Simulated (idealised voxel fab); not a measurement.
Process module heading - voxel capacitor over wiring
We display cut, a cross-section 250 nm in width whose square cells are each 5 nm.
Notation: cross-section as square-cell grid; stated in bands, top first, going down; one or more cell rows per band. A band entry consists of two parts. The first gives the height of the band's top and the height of its bottom, in nm. The rest lists the band's materials from left to right, each with its width in nm. A single material labelled with the word "all across" fills the band from edge to edge, and the word "empty" marks empty space. Height 0 is the level under which the wafer as received is all one material. The lowest band goes on downwards, as in "from 0 down". A width given as "30 to 40" starts at the first number in the band's top row and ends at the second number in its bottom row, shifting by an equal amount at every step from row to row. Reading "no change" for a step: not a cell of the cross-section changed in it. "Fully enclosed voids" contains a list of empty spaces, each no smaller than 8 cells and without an open way to the top, written in the form width x height at distance with the distance from the left edge and all three in nm. If you see something after the settings on a step's line, that's the simulator's own remark about that step. On any step carrying a mask, the "overlay nm" setting, if present on the step's line, tells how far right of its planned place the mask lay; negative values point to the left. Layout of what follows: cross-section pairs, each bracketing one process step, the after cross-section shown only to the lowest band that changed, the step between and its settings noted under each pair. Pairs may originate in different runs of this module on the same starting wafer; a pair continues from the pair above only where its entry headed "Status quo ante" says so.

Status quo ante:
* from 0 down | Si all across
* Fully enclosed voids: none

Cross-Section Thereafter:
* from 15 to 0 | SiO2 all across
* Everything below 0 is unchanged.
* Fully enclosed voids: none
Which step turns the before cross-section above into the after cross-section? CONFORMAL_DEP: material SiO2, thk nm 15

Status quo ante: For the state before this step, see the after cross-section of the pair located directly above.

Cross-Section Thereafter:
* from 20 to 15 | SiCN all across
* Everything below 15 is unchanged.
* Fully enclosed voids: none
Which step turns the before cross-section above into the after cross-section? CONFORMAL_DEP: material SiCN, thk nm 5

Status quo ante: For the state before this step, see the after cross-section of the pair located directly above.

Cross-Section Thereafter:
* from 35 to 20 | lowk all across
* Everything below 20 is unchanged.
* Fully enclosed voids: none
Which step turns the before cross-section above into the after cross-section? DIRECTIONAL_DEP: material lowk, thk nm 15

Status quo ante: For the state before this step, see the after cross-section of the pair located directly above.

Cross-Section Thereafter:
* from 50 to 35 | aC all across
* Everything below 35 is unchanged.
* Fully enclosed voids: none
Which step turns the before cross-section above into the after cross-section? DIRECTIONAL_DEP: material aC, thk nm 15

Status quo ante: For the state before this step, see the after cross-section of the pair located directly above.

Cross-Section Thereafter:
* from 80 to 50 | resist 65 | empty 30 | resist 60 | empty 30 | resist 65
* Everything below 50 is unchanged.
* Fully enclosed voids: none
Which step turns the before cross-section above into the after cross-section? PATTERN: tone open, mask id METAL_1, material resist, width nm 30, pitch nm 90, thk nm 30, overlay nm 0

Status quo ante: For the state before this step, see the after cross-section of the pair located directly above.

Cross-Section Thereafter:
* from 65 to 50 | resist 65 | empty 30 | resist 60 | empty 30 | resist 65
* from 50 to 35 | aC 65 | empty 30 | aC 60 | empty 30 | aC 65
* Everything below 35 is unchanged.
* Fully enclosed voids: none
Which step turns the before cross-section above into the after cross-section? DIRECTIONAL_ETCH: etch materials aC, depth nm 15

Status quo ante: For the state before this step, see the after cross-section of the pair located directly above.

Cross-Section Thereafter:
* from 50 to 35 | aC 65 | empty 30 | aC 60 | empty 30 | aC 65
* Everything below 35 is unchanged.
* Fully enclosed voids: none
Which step turns the before cross-section above into the after cross-section? STRIP: etch materials resist

Status quo ante: For the state before this step, see the after cross-section of the pair located directly above.

Cross-Section Thereafter:
* from 50 to 35 | aC 65 | empty 30 | aC 60 | empty 30 | aC 65
* from 35 to 20 | lowk 65 | empty 30 | lowk 60 | empty 30 | lowk 65
* Everything below 20 is unchanged.
* Fully enclosed voids: none
Which step turns the before cross-section above into the after cross-section? DIRECTIONAL_ETCH: etch materials lowk, depth nm 15

Status quo ante: For the state before this step, see the after cross-section of the pair located directly above.

Cross-Section Thereafter:
* from 50 to 35 | aC 65 | empty 30 | aC 60 | empty 30 | aC 65
* from 35 to 20 | lowk 65 | empty 30 | lowk 60 | empty 30 | lowk 65
* from 20 to 15 | SiCN 65 | empty 30 | SiCN 60 | empty 30 | SiCN 65
* Everything below 15 is unchanged.
* Fully enclosed voids: none
Which step turns the before cross-section above into the after cross-section? DIRECTIONAL_ETCH: etch materials SiCN, depth nm 5

Status quo ante: For the state before this step, see the after cross-section of the pair located directly above.

Cross-Section Thereafter:
* from 35 to 20 | lowk 65 | empty 30 | lowk 60 | empty 30 | lowk 65
* Everything below 20 is unchanged.
* Fully enclosed voids: none
Which step turns the before cross-section above into the after cross-section? STRIP: etch materials aC

Status quo ante: For the state before this step, see the after cross-section of the pair located directly above.

Cross-Section Thereafter:
* from 40 to 35 | TiN 70 | empty 20 | TiN 70 | empty 20 | TiN 70
* from 35 to 20 | lowk 65 | TiN 5 | empty 20 | TiN 5 | lowk 60 | TiN 5 | empty 20 | TiN 5 | lowk 65
* from 20 to 15 | SiCN 65 | TiN 30 | SiCN 60 | TiN 30 | SiCN 65
* Everything below 15 is unchanged.
* Fully enclosed voids: none
Which step turns the before cross-section above into the after cross-section? CONFORMAL_DEP: material TiN, thk nm 5

Status quo ante: For the state before this step, see the after cross-section of the pair located directly above.

Cross-Section Thereafter:
* from 50 to 40 | Cu all across
* from 40 to 35 | TiN 70 | Cu 20 | TiN 70 | Cu 20 | TiN 70
* from 35 to 20 | lowk 65 | TiN 5 | Cu 20 | TiN 5 | lowk 60 | TiN 5 | Cu 20 | TiN 5 | lowk 65
* Everything below 20 is unchanged.
* Fully enclosed voids: none
Which step turns the before cross-section above into the after cross-section? FILL_DEP: material Cu, thk nm 10

Status quo ante: For the state before this step, see the after cross-section of the pair located directly above.

Cross-Section Thereafter:
* from 35 to 20 | lowk 65 | TiN 5 | Cu 20 | TiN 5 | lowk 60 | TiN 5 | Cu 20 | TiN 5 | lowk 65
* Everything below 20 is unchanged.
* Fully enclosed voids: none
Which step turns the before cross-section above into the after cross-section? CMP: height nm 35

Status quo ante: For the state before this step, see the after cross-section of the pair located directly above.

Cross-Section Thereafter:
* from 40 to 35 | SiCN all across
* Everything below 35 is unchanged.
* Fully enclosed voids: none
Which step turns the before cross-section above into the after cross-section? CONFORMAL_DEP: material SiCN, thk nm 5

Status quo ante: For the state before this step, see the after cross-section of the pair located directly above.

Cross-Section Thereafter:
* from 55 to 40 | SiO2 all across
* Everything below 40 is unchanged.
* Fully enclosed voids: none
Which step turns the before cross-section above into the after cross-section? DIRECTIONAL_DEP: material SiO2, thk nm 15

Status quo ante: For the state before this step, see the after cross-section of the pair located directly above.

Cross-Section Thereafter:
* from 55 to 40 | SiO2 80 | empty 15 | SiO2 155
* Everything below 40 is unchanged.
* Fully enclosed voids: none
Which step turns the before cross-section above into the after cross-section? MASKED_ETCH: tone open, mask id PLUG_1, width nm 15, etch materials SiO2, depth nm 15, overlay nm 0

Status quo ante: For the state before this step, see the after cross-section of the pair located directly above.

Cross-Section Thereafter:
* from 55 to 40 | SiO2 80 | empty 15 | SiO2 155
* from 40 to 35 | SiCN 80 | empty 15 | SiCN 155
* Everything below 35 is unchanged.
* Fully enclosed voids: none
Which step turns the before cross-section above into the after cross-section? MASKED_ETCH: tone open, mask id PLUG_1, width nm 15, etch materials SiCN, depth nm 5, overlay nm 0

Status quo ante: For the state before this step, see the after cross-section of the pair located directly above.

Cross-Section Thereafter:
* from 55 to 45 | SiO2 80 | empty 15 | SiO2 155
* from 45 to 40 | SiO2 80 | Ru 15 | SiO2 155
* from 40 to 35 | SiCN 80 | Ru 15 | SiCN 155
* Everything below 35 is unchanged.
* Fully enclosed voids: none
Which step turns the before cross-section above into the after cross-section? EPI: material Ru, thk nm 10

Status quo ante: For the state before this step, see the after cross-section of the pair located directly above.

Cross-Section Thereafter:
* from 55 to 40 | SiO2 80 | Ru 15 | SiO2 155
* Everything below 40 is unchanged.
* Fully enclosed voids: none
Which step turns the before cross-section above into the after cross-section? EPI: material Ru, thk nm 10

Status quo ante: For the state before this step, see the after cross-section of the pair located directly above.

Cross-Section Thereafter:
* from 65 to 55 | TiN all across
* Everything below 55 is unchanged.
* Fully enclosed voids: none
Which step turns the before cross-section above into the after cross-section? DIRECTIONAL_DEP: material TiN, thk nm 10

Status quo ante: For the state before this step, see the after cross-section of the pair located directly above.

Cross-Section Thereafter:
* from 70 to 65 | Al2O3 all across
* Everything below 65 is unchanged.
* Fully enclosed voids: none
Which step turns the before cross-section above into the after cross-section? DIRECTIONAL_DEP: material Al2O3, thk nm 5

Status quo ante: For the state before this step, see the after cross-section of the pair located directly above.

Cross-Section Thereafter:
* from 80 to 70 | TiN all across
* Everything below 70 is unchanged.
* Fully enclosed voids: none
Which step turns the before cross-section above into the after cross-section? DIRECTIONAL_DEP: material TiN, thk nm 10

Status quo ante: For the state before this step, see the after cross-section of the pair located directly above.

Cross-Section Thereafter:
* from 80 to 70 | empty 80 | TiN 65 | empty 105
* Everything below 70 is unchanged.
* Fully enclosed voids: none
Which step turns the before cross-section above into the after cross-section? MASKED_ETCH: tone cover, mask id UPPER_PLATE, width nm 65, etch materials TiN, depth nm 10, overlay nm 0

Status quo ante: For the state before this step, see the after cross-section of the pair located directly above.

Cross-Section Thereafter:
* from 80 to 70 | empty 80 | TiN 65 | empty 105
* from 70 to 65 | empty 80 | Al2O3 65 | empty 105
* Everything below 65 is unchanged.
* Fully enclosed voids: none
Which step turns the before cross-section above into the after cross-section? MASKED_ETCH: tone cover, mask id UPPER_PLATE, width nm 65, etch materials Al2O3, depth nm 5, overlay nm 0

Status quo ante: For the state before this step, see the after cross-section of the pair located directly above.

Cross-Section Thereafter:
* from 100 to 80 | empty 75 | resist 75 | empty 100
* from 80 to 70 | empty 75 | resist 5 | TiN 65 | resist 5 | empty 100
* from 70 to 65 | empty 75 | resist 5 | Al2O3 65 | resist 5 | empty 100
* Everything below 65 is unchanged.
* Fully enclosed voids: none
Which step turns the before cross-section above into the after cross-section? PATTERN: tone cover, mask id LOWER_PLATE, material resist, width nm 75, thk nm 20, overlay nm 0

Status quo ante: For the state before this step, see the after cross-section of the pair located directly above.

Cross-Section Thereafter:
* from 100 to 80 | empty 75 | resist 75 | empty 100
* from 80 to 70 | empty 75 | resist 5 | TiN 65 | resist 5 | empty 100
* from 70 to 65 | empty 75 | resist 5 | Al2O3 65 | resist 5 | empty 100
* from 65 to 55 | empty 75 | TiN 75 | empty 100
* Everything below 55 is unchanged.
* Fully enclosed voids: none
Which step turns the before cross-section above into the after cross-section? DIRECTIONAL_ETCH: etch materials TiN, depth nm 10

Status quo ante: For the state before this step, see the after cross-section of the pair located directly above.

Cross-Section Thereafter:
* from 80 to 70 | empty 80 | TiN 65 | empty 105
* from 70 to 65 | empty 80 | Al2O3 65 | empty 105
* Everything below 65 is unchanged.
* Fully enclosed voids: none
Which step turns the before cross-section above into the after cross-section? STRIP: etch materials resist

Status quo ante: For the state before this step, see the after cross-section of the pair located directly above.

Cross-Section Thereafter:
* from 95 to 80 | SiO2 all across
* from 80 to 70 | SiO2 80 | TiN 65 | SiO2 105
* from 70 to 65 | SiO2 80 | Al2O3 65 | SiO2 105
* from 65 to 55 | SiO2 75 | TiN 75 | SiO2 100
* Everything below 55 is unchanged.
* Fully enclosed voids: none
Which step turns the before cross-section above into the after cross-section? FILL_DEP: material SiO2, thk nm 15

Status quo ante: For the state before this step, see the after cross-section of the pair located directly above.

Cross-Section Thereafter:
* from 90 to 80 | SiO2 all across
* Everything below 80 is unchanged.
* Fully enclosed voids: none
Which step turns the before cross-section above into the after cross-section? CMP: height nm 90

Status quo ante: For the state before this step, see the after cross-section of the pair located directly above.

Cross-Section Thereafter:
* from 105 to 90 | resist 90 | empty 15 | resist 145
* Everything below 90 is unchanged.
* Fully enclosed voids: none
Which step turns the before cross-section above into the after cross-section? PATTERN: tone open, mask id PLUG_2, material resist, width nm 15, thk nm 15, overlay nm 0

Status quo ante: For the state before this step, see the after cross-section of the pair located directly above.

Cross-Section Thereafter:
* from 105 to 90 | resist 90 | empty 15 | resist 145
* from 90 to 80 | SiO2 90 | empty 15 | SiO2 145
* Everything below 80 is unchanged.
* Fully enclosed voids: none
Which step turns the before cross-section above into the after cross-section? DIRECTIONAL_ETCH: etch materials SiO2, depth nm 10

Status quo ante: For the state before this step, see the after cross-section of the pair located directly above.

Cross-Section Thereafter:
* from 90 to 80 | SiO2 90 | empty 15 | SiO2 145
* Everything below 80 is unchanged.
* Fully enclosed voids: none
Which step turns the before cross-section above into the after cross-section? STRIP: etch materials resist

Status quo ante: For the state before this step, see the after cross-section of the pair located directly above.

Cross-Section Thereafter:
* from 95 to 90 | TiN 95 | empty 5 | TiN 150
* from 90 to 85 | SiO2 90 | TiN 5 | empty 5 | TiN 5 | SiO2 145
* from 85 to 80 | SiO2 90 | TiN 15 | SiO2 145
* Everything below 80 is unchanged.
* Fully enclosed voids: none
Which step turns the before cross-section above into the after cross-section? CONFORMAL_DEP: material TiN, thk nm 5

Status quo ante: For the state before this step, see the after cross-section of the pair located directly above.

Cross-Section Thereafter:
* from 100 to 95 | Ru all across
* from 95 to 90 | TiN 95 | Ru 5 | TiN 150
* from 90 to 85 | SiO2 90 | TiN 5 | Ru 5 | TiN 5 | SiO2 145
* Everything below 85 is unchanged.
* Fully enclosed voids: none
Which step turns the before cross-section above into the after cross-section? FILL_DEP: material Ru, thk nm 5

Status quo ante: For the state before this step, see the after cross-section of the pair located directly above.

Cross-Section Thereafter:
* from 90 to 85 | SiO2 90 | TiN 5 | Ru 5 | TiN 5 | SiO2 145
* Everything below 85 is unchanged.
* Fully enclosed voids: none
Which step turns the before cross-section above into the after cross-section? CMP: height nm 90

Status quo ante: For the state before this step, see the after cross-section of the pair located directly above.

Cross-Section Thereafter:
* from 95 to 90 | SiCN all across
* Everything below 90 is unchanged.
* Fully enclosed voids: none
Which step turns the before cross-section above into the after cross-section? CONFORMAL_DEP: material SiCN, thk nm 5

Status quo ante:
* from 65 to 55 | TiN all across
* from 55 to 40 | SiO2 80 | Ru 15 | SiO2 155
* from 40 to 35 | SiCN 80 | Ru 15 | SiCN 155
* from 35 to 20 | lowk 65 | TiN 5 | Cu 20 | TiN 5 | lowk 60 | TiN 5 | Cu 20 | TiN 5 | lowk 65
* from 20 to 15 | SiCN 65 | TiN 30 | SiCN 60 | TiN 30 | SiCN 65
* from 15 to 0 | SiO2 all across
* from 0 down | Si all across
* Fully enclosed voids: none

Cross-Section Thereafter:
* from 75 to 55 | TiN all across
* Everything below 55 is unchanged.
* Fully enclosed voids: none
Which step turns the before cross-section above into the after cross-section? DIRECTIONAL_DEP: material TiN, thk nm 10

Status quo ante: For the state before this step, see the after cross-section of the pair located directly above.

Cross-Section Thereafter:
* from 75 to 65 | empty 80 | TiN 65 | empty 105
* Everything below 65 is unchanged.
* Fully enclosed voids: none
Which step turns the before cross-section above into the after cross-section? MASKED_ETCH: tone cover, mask id UPPER_PLATE, width nm 65, etch materials TiN, depth nm 10, overlay nm 0

Status quo ante: For the state before this step, see the after cross-section of the pair located directly above.

Cross-Section Thereafter:
* from 95 to 75 | empty 75 | resist 75 | empty 100
* from 75 to 65 | empty 75 | resist 5 | TiN 65 | resist 5 | empty 100
* Everything below 65 is unchanged.
* Fully enclosed voids: none
Which step turns the before cross-section above into the after cross-section? PATTERN: tone cover, mask id LOWER_PLATE, material resist, width nm 75, thk nm 20, overlay nm 0

Status quo ante: For the state before this step, see the after cross-section of the pair located directly above.

Cross-Section Thereafter:
* from 95 to 75 | empty 75 | resist 75 | empty 100
* from 75 to 65 | empty 75 | resist 5 | TiN 65 | resist 5 | empty 100
* from 65 to 55 | empty 75 | TiN 75 | empty 100
* Everything below 55 is unchanged.
* Fully enclosed voids: none
Which step turns the before cross-section above into the after cross-section? DIRECTIONAL_ETCH: etch materials TiN, depth nm 10

Status quo ante: For the state before this step, see the after cross-section of the pair located directly above.

Cross-Section Thereafter:
* from 75 to 65 | empty 80 | TiN 65 | empty 105
* Everything below 65 is unchanged.
* Fully enclosed voids: none
Which step turns the before cross-section above into the after cross-section? STRIP: etch materials resist

Status quo ante: For the state before this step, see the after cross-section of the pair located directly above.

Cross-Section Thereafter:
* from 90 to 75 | SiO2 all across
* from 75 to 65 | SiO2 80 | TiN 65 | SiO2 105
* from 65 to 55 | SiO2 75 | TiN 75 | SiO2 100
* Everything below 55 is unchanged.
* Fully enclosed voids: none
Which step turns the before cross-section above into the after cross-section? FILL_DEP: material SiO2, thk nm 15

Status quo ante: For the state before this step, see the after cross-section of the pair located directly above.

Cross-Section Thereafter:
* from 105 to 90 | resist 90 | empty 15 | resist 145
* Everything below 90 is unchanged.
* Fully enclosed voids: none
Which step turns the before cross-section above into the after cross-section? PATTERN: tone open, mask id PLUG_2, material resist, width nm 15, thk nm 15, overlay nm 0

Status quo ante: For the state before this step, see the after cross-section of the pair located directly above.

Cross-Section Thereafter:
* from 105 to 90 | resist 90 | empty 15 | resist 145
* from 90 to 80 | SiO2 90 | empty 15 | SiO2 145
* Everything below 80 is unchanged.
* Fully enclosed voids: none
Which step turns the before cross-section above into the after cross-section? DIRECTIONAL_ETCH: etch materials SiO2, depth nm 10

Status quo ante: For the state before this step, see the after cross-section of the pair located directly above.

Cross-Section Thereafter:
* from 90 to 80 | SiO2 90 | empty 15 | SiO2 145
* Everything below 80 is unchanged.
* Fully enclosed voids: none
Which step turns the before cross-section above into the after cross-section? STRIP: etch materials resist

Status quo ante: For the state before this step, see the after cross-section of the pair located directly above.

Cross-Section Thereafter:
* from 95 to 90 | TiN 95 | empty 5 | TiN 150
* from 90 to 85 | SiO2 90 | TiN 5 | empty 5 | TiN 5 | SiO2 145
* from 85 to 80 | SiO2 90 | TiN 15 | SiO2 145
* Everything below 80 is unchanged.
* Fully enclosed voids: none
Which step turns the before cross-section above into the after cross-section? CONFORMAL_DEP: material TiN, thk nm 5

Status quo ante: For the state before this step, see the after cross-section of the pair located directly above.

Cross-Section Thereafter:
* from 100 to 95 | Ru all across
* from 95 to 90 | TiN 95 | Ru 5 | TiN 150
* from 90 to 85 | SiO2 90 | TiN 5 | Ru 5 | TiN 5 | SiO2 145
* Everything below 85 is unchanged.
* Fully enclosed voids: none
Which step turns the before cross-section above into the after cross-section? FILL_DEP: material Ru, thk nm 5

Status quo ante: For the state before this step, see the after cross-section of the pair located directly above.

Cross-Section Thereafter:
* from 90 to 85 | SiO2 90 | TiN 5 | Ru 5 | TiN 5 | SiO2 145
* Everything below 85 is unchanged.
* Fully enclosed voids: none
Which step turns the before cross-section above into the after cross-section? CMP: height nm 90

Status quo ante: For the state before this step, see the after cross-section of the pair located directly above.

Cross-Section Thereafter:
* from 95 to 90 | SiCN all across
* Everything below 90 is unchanged.
* Fully enclosed voids: none
Which step turns the before cross-section above into the after cross-section? CONFORMAL_DEP: material SiCN, thk nm 5

Status quo ante:
* from 55 to 40 | SiO2 all across
* from 40 to 35 | SiCN all across
* from 35 to 20 | lowk 65 | TiN 5 | Cu 20 | TiN 5 | lowk 60 | TiN 5 | Cu 20 | TiN 5 | lowk 65
* from 20 to 15 | SiCN 65 | TiN 30 | SiCN 60 | TiN 30 | SiCN 65
* from 15 to 0 | SiO2 all across
* from 0 down | Si all across
* Fully enclosed voids: none

Cross-Section Thereafter:
* from 70 to 40 | SiO2 all across
* Everything below 40 is unchanged.
* Fully enclosed voids: none
Which step turns the before cross-section above into the after cross-section? DIRECTIONAL_DEP: material SiO2, thk nm 15

Status quo ante: For the state before this step, see the after cross-section of the pair located directly above.

Cross-Section Thereafter:
* from 70 to 55 | SiO2 80 | empty 15 | SiO2 155
* Everything below 55 is unchanged.
* Fully enclosed voids: none
Which step turns the before cross-section above into the after cross-section? MASKED_ETCH: tone open, mask id PLUG_1, width nm 15, etch materials SiO2, depth nm 15, overlay nm 0

Status quo ante: For the state before this step, see the after cross-section of the pair located directly above.

Cross-Section Thereafter:
* from 80 to 70 | TiN 80 | empty 15 | TiN 155
* from 70 to 65 | SiO2 80 | empty 15 | SiO2 155
* from 65 to 55 | SiO2 80 | TiN 15 | SiO2 155
* Everything below 55 is unchanged.
* Fully enclosed voids: none
Which step turns the before cross-section above into the after cross-section? DIRECTIONAL_DEP: material TiN, thk nm 10

Status quo ante: For the state before this step, see the after cross-section of the pair located directly above.

Cross-Section Thereafter:
* from 85 to 80 | Al2O3 80 | empty 15 | Al2O3 155
* from 80 to 70 | TiN 80 | empty 15 | TiN 155
* from 70 to 65 | SiO2 80 | Al2O3 15 | SiO2 155
* Everything below 65 is unchanged.
* Fully enclosed voids: none
Which step turns the before cross-section above into the after cross-section? DIRECTIONAL_DEP: material Al2O3, thk nm 5

Status quo ante: For the state before this step, see the after cross-section of the pair located directly above.

Cross-Section Thereafter:
* from 95 to 85 | TiN 80 | empty 15 | TiN 155
* from 85 to 80 | Al2O3 80 | empty 15 | Al2O3 155
* from 80 to 70 | TiN all across
* Everything below 70 is unchanged.
* Fully enclosed voids: none
Which step turns the before cross-section above into the after cross-section? DIRECTIONAL_DEP: material TiN, thk nm 10

Status quo ante: For the state before this step, see the after cross-section of the pair located directly above.

Cross-Section Thereafter:
* from 95 to 85 | empty 95 | TiN 50 | empty 105
* Everything below 85 is unchanged.
* Fully enclosed voids: none
Which step turns the before cross-section above into the after cross-section? MASKED_ETCH: tone cover, mask id UPPER_PLATE, width nm 65, etch materials TiN, depth nm 10, overlay nm 0

Status quo ante: For the state before this step, see the after cross-section of the pair located directly above.

Cross-Section Thereafter:
* from 95 to 85 | empty 95 | TiN 50 | empty 105
* from 85 to 80 | empty 95 | Al2O3 50 | empty 105
* Everything below 80 is unchanged.
* Fully enclosed voids: none
Which step turns the before cross-section above into the after cross-section? MASKED_ETCH: tone cover, mask id UPPER_PLATE, width nm 65, etch materials Al2O3, depth nm 5, overlay nm 0

Status quo ante: For the state before this step, see the after cross-section of the pair located directly above.

Cross-Section Thereafter:
* from 115 to 95 | empty 75 | resist 75 | empty 100
* from 95 to 85 | empty 75 | resist 20 | TiN 50 | resist 5 | empty 100
* from 85 to 80 | empty 75 | resist 20 | Al2O3 50 | resist 5 | empty 100
* Everything below 80 is unchanged.
* Fully enclosed voids: none
Which step turns the before cross-section above into the after cross-section? PATTERN: tone cover, mask id LOWER_PLATE, material resist, width nm 75, thk nm 20, overlay nm 0

Status quo ante: For the state before this step, see the after cross-section of the pair located directly above.

Cross-Section Thereafter:
* from 115 to 95 | empty 75 | resist 75 | empty 100
* from 95 to 85 | empty 75 | resist 20 | TiN 50 | resist 5 | empty 100
* from 85 to 80 | empty 75 | resist 20 | Al2O3 50 | resist 5 | empty 100
* from 80 to 70 | empty 75 | TiN 75 | empty 100
* Everything below 70 is unchanged.
* Fully enclosed voids: none
Which step turns the before cross-section above into the after cross-section? DIRECTIONAL_ETCH: etch materials TiN, depth nm 10

Status quo ante: For the state before this step, see the after cross-section of the pair located directly above.

Cross-Section Thereafter:
* from 95 to 85 | empty 95 | TiN 50 | empty 105
* from 85 to 80 | empty 95 | Al2O3 50 | empty 105
* Everything below 80 is unchanged.
* Fully enclosed voids: none
Which step turns the before cross-section above into the after cross-section? STRIP: etch materials resist

Status quo ante: For the state before this step, see the after cross-section of the pair located directly above.

Cross-Section Thereafter:
* from 110 to 95 | SiO2 all across
* from 95 to 85 | SiO2 95 | TiN 50 | SiO2 105
* from 85 to 80 | SiO2 95 | Al2O3 50 | SiO2 105
* from 80 to 70 | SiO2 75 | TiN 75 | SiO2 100
* Everything below 70 is unchanged.
* Fully enclosed voids: none
Which step turns the before cross-section above into the after cross-section? FILL_DEP: material SiO2, thk nm 15

Status quo ante: For the state before this step, see the after cross-section of the pair located directly above.

Cross-Section Thereafter:
* from 90 to 85 | SiO2 95 | TiN 50 | SiO2 105
* Everything below 85 is unchanged.
* Fully enclosed voids: none
Which step turns the before cross-section above into the after cross-section? CMP: height nm 90

Status quo ante: For the state before this step, see the after cross-section of the pair located directly above.

Cross-Section Thereafter:
* from 105 to 90 | resist 90 | empty 15 | resist 145
* Everything below 90 is unchanged.
* Fully enclosed voids: none
Which step turns the before cross-section above into the after cross-section? PATTERN: tone open, mask id PLUG_2, material resist, width nm 15, thk nm 15, overlay nm 0

Status quo ante: For the state before this step, see the after cross-section of the pair located directly above.

Cross-Section Thereafter:
* from 105 to 90 | resist 90 | empty 15 | resist 145
* from 90 to 85 | SiO2 90 | empty 5 | TiN 50 | SiO2 105
* from 85 to 80 | SiO2 90 | empty 5 | Al2O3 50 | SiO2 105
* Everything below 80 is unchanged.
* Fully enclosed voids: none
Which step turns the before cross-section above into the after cross-section? DIRECTIONAL_ETCH: etch materials SiO2, depth nm 10

Status quo ante: For the state before this step, see the after cross-section of the pair located directly above.

Cross-Section Thereafter:
* from 90 to 85 | SiO2 90 | empty 5 | TiN 50 | SiO2 105
* Everything below 85 is unchanged.
* Fully enclosed voids: none
Which step turns the before cross-section above into the after cross-section? STRIP: etch materials resist

Status quo ante: For the state before this step, see the after cross-section of the pair located directly above.

Cross-Section Thereafter:
* from 95 to 90 | TiN all across
* from 90 to 85 | SiO2 90 | TiN 55 | SiO2 105
* from 85 to 80 | SiO2 90 | TiN 5 | Al2O3 50 | SiO2 105
* Everything below 80 is unchanged.
* Fully enclosed voids: none
Which step turns the before cross-section above into the after cross-section? CONFORMAL_DEP: material TiN, thk nm 5

Status quo ante: For the state before this step, see the after cross-section of the pair located directly above.

Cross-Section Thereafter:
* from 100 to 95 | Ru all across
* Everything below 95 is unchanged.
* Fully enclosed voids: none
Which step turns the before cross-section above into the after cross-section? FILL_DEP: material Ru, thk nm 5

Status quo ante: For the state before this step, see the after cross-section of the pair located directly above.

Cross-Section Thereafter:
* from 90 to 85 | SiO2 90 | TiN 55 | SiO2 105
* Everything below 85 is unchanged.
* Fully enclosed voids: none
Which step turns the before cross-section above into the after cross-section? CMP: height nm 90

Status quo ante: For the state before this step, see the after cross-section of the pair located directly above.

Cross-Section Thereafter:
* from 95 to 90 | SiCN all across
* Everything below 90 is unchanged.
* Fully enclosed voids: none
Which step turns the before cross-section above into the after cross-section? CONFORMAL_DEP: material SiCN, thk nm 5

Status quo ante:
* from 75 to 55 | TiN all across
* from 55 to 40 | SiO2 80 | Ru 15 | SiO2 155
* from 40 to 35 | SiCN 80 | Ru 15 | SiCN 155
* from 35 to 20 | lowk 65 | TiN 5 | Cu 20 | TiN 5 | lowk 60 | TiN 5 | Cu 20 | TiN 5 | lowk 65
* from 20 to 15 | SiCN 65 | TiN 30 | SiCN 60 | TiN 30 | SiCN 65
* from 15 to 0 | SiO2 all across
* from 0 down | Si all across
* Fully enclosed voids: none

Cross-Section Thereafter:
* from 80 to 75 | Al2O3 all across
* Everything below 75 is unchanged.
* Fully enclosed voids: none
Which step turns the before cross-section above into the after cross-section? DIRECTIONAL_DEP: material Al2O3, thk nm 5

Status quo ante: For the state before this step, see the after cross-section of the pair located directly above.

Cross-Section Thereafter:
* from 80 to 75 | empty 80 | Al2O3 65 | empty 105
* Everything below 75 is unchanged.
* Fully enclosed voids: none
Which step turns the before cross-section above into the after cross-section? MASKED_ETCH: tone cover, mask id UPPER_PLATE, width nm 65, etch materials Al2O3, depth nm 5, overlay nm 0

Status quo ante: For the state before this step, see the after cross-section of the pair located directly above.

Cross-Section Thereafter:
* from 100 to 80 | empty 75 | resist 75 | empty 100
* from 80 to 75 | empty 75 | resist 5 | Al2O3 65 | resist 5 | empty 100
* Everything below 75 is unchanged.
* Fully enclosed voids: none
Which step turns the before cross-section above into the after cross-section? PATTERN: tone cover, mask id LOWER_PLATE, material resist, width nm 75, thk nm 20, overlay nm 0

Status quo ante: For the state before this step, see the after cross-section of the pair located directly above.

Cross-Section Thereafter:
* from 100 to 80 | empty 75 | resist 75 | empty 100
* from 80 to 75 | empty 75 | resist 5 | Al2O3 65 | resist 5 | empty 100
* from 75 to 65 | empty 75 | TiN 75 | empty 100
* Everything below 65 is unchanged.
* Fully enclosed voids: none
Which step turns the before cross-section above into the after cross-section? DIRECTIONAL_ETCH: etch materials TiN, depth nm 10

Status quo ante: For the state before this step, see the after cross-section of the pair located directly above.

Cross-Section Thereafter:
* from 80 to 75 | empty 80 | Al2O3 65 | empty 105
* Everything below 75 is unchanged.
* Fully enclosed voids: none
Which step turns the before cross-section above into the after cross-section? STRIP: etch materials resist

Status quo ante: For the state before this step, see the after cross-section of the pair located directly above.

Cross-Section Thereafter:
* from 95 to 80 | SiO2 all across
* from 80 to 75 | SiO2 80 | Al2O3 65 | SiO2 105
* from 75 to 65 | SiO2 75 | TiN 75 | SiO2 100
* Everything below 65 is unchanged.
* Fully enclosed voids: none
Which step turns the before cross-section above into the after cross-section? FILL_DEP: material SiO2, thk nm 15

Status quo ante: For the state before this step, see the after cross-section of the pair located directly above.

Cross-Section Thereafter:
* from 90 to 80 | SiO2 all across
* Everything below 80 is unchanged.
* Fully enclosed voids: none
Which step turns the before cross-section above into the after cross-section? CMP: height nm 90

Status quo ante: For the state before this step, see the after cross-section of the pair located directly above.

Cross-Section Thereafter:
* from 105 to 90 | resist 90 | empty 15 | resist 145
* Everything below 90 is unchanged.
* Fully enclosed voids: none
Which step turns the before cross-section above into the after cross-section? PATTERN: tone open, mask id PLUG_2, material resist, width nm 15, thk nm 15, overlay nm 0

Status quo ante: For the state before this step, see the after cross-section of the pair located directly above.

Cross-Section Thereafter:
* from 105 to 90 | resist 90 | empty 15 | resist 145
* from 90 to 80 | SiO2 90 | empty 15 | SiO2 145
* Everything below 80 is unchanged.
* Fully enclosed voids: none
Which step turns the before cross-section above into the after cross-section? DIRECTIONAL_ETCH: etch materials SiO2, depth nm 10

Status quo ante: For the state before this step, see the after cross-section of the pair located directly above.

Cross-Section Thereafter:
* from 90 to 80 | SiO2 90 | empty 15 | SiO2 145
* Everything below 80 is unchanged.
* Fully enclosed voids: none
Which step turns the before cross-section above into the after cross-section? STRIP: etch materials resist

Status quo ante: For the state before this step, see the after cross-section of the pair located directly above.

Cross-Section Thereafter:
* from 95 to 90 | TiN 95 | empty 5 | TiN 150
* from 90 to 85 | SiO2 90 | TiN 5 | empty 5 | TiN 5 | SiO2 145
* from 85 to 80 | SiO2 90 | TiN 15 | SiO2 145
* Everything below 80 is unchanged.
* Fully enclosed voids: none
Which step turns the before cross-section above into the after cross-section? CONFORMAL_DEP: material TiN, thk nm 5
